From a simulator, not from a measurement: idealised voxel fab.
process module | voxel spacer lines
It is cross-section cut that appears here, measuring 230 nm in width, its square cells being 5 nm in size.
Cross-section layout: square cells on a grid; listed as bands, top to bottom; a band spans one or more cell rows. For a band, the entry starts with two heights in nm, that of the top and then that of the bottom, and carries on with the band's materials in order from left to right, each alongside its width in nm; the word "edge to edge" beside a single material means it fills the band edge to edge, and "air" means empty space. Where do heights start? At 0: under that level the wafer as delivered is made of one material only. And the lowest band has no floor; it just carries on downward, as in "0 down". A width such as "30..40" changes by the same amount from each row of cells to the next, from the band's top row to its bottom row. "no change" means the step left every cell of the cross-section as it was. Basically, "Enclosed void catalog" tells you about the enclosed voids: empty spaces with no open way to the top, 8 cells or bigger, each written width x height at distance, where distance is from the left edge, all in nm. Post-settings text on a step line: simulator's own remark regarding the step. "overlay nm", when on a step's line for a step with a mask, measures how far to the right of its planned place the mask lay; a negative measure means to the left.

[The planned process steps are enumerated hereunder]
1 RECEIVE, material Si
2 CONFORMAL_DEP, material Al2O3, thk nm 5
3 DIRECTIONAL_DEP, material SiN, thk nm 15
4 DIRECTIONAL_DEP, material aC, thk nm 25
5 PATTERN, tone cover, mask id MANDREL, material resist, width nm 25, pitch nm 80, thk nm 30, overlay nm 0
6 DIRECTIONAL_ETCH, etch materials aC, depth nm 25
7 STRIP, etch materials resist
8 CONFORMAL_DEP, material SiO2, thk nm 15
9 DIRECTIONAL_ETCH, etch materials SiO2, depth nm 15
10 STRIP, etch materials aC
11 DIRECTIONAL_ETCH, etch materials SiN, depth nm 15
12 STRIP, etch materials SiO2

[Step 1 complete: cross-section of the wafer as received]
- 0 down: Si edge to edge
- Enclosed void catalog: none

[First of two wafers: cross-section at end of module, run per plan]
- 20 to 5: 45 air; 15 SiN; 25 air; 15 SiN; 25 air; 15 SiN; 25 air; 15 SiN; 50 air
- 5 to 0: Al2O3 edge to edge
- 0 down: Si edge to edge
- Enclosed void catalog: none

[Now the second wafer, cross-sectioned at the end of the module. Nothing different at the start, nothing different in the plan compared with the first, just one mistake when it was actually run]
- 20 to 15: Al2O3 edge to edge
- 15 to 0: SiN edge to edge
- 0 down: Si edge to edge
- Enclosed void catalog: none
Here's what went sideways: mixed up steps 2 and 3 - ran each in the other's place
The second wafer ends with more or fewer cells of some materials than the first, per final count: SiN +102
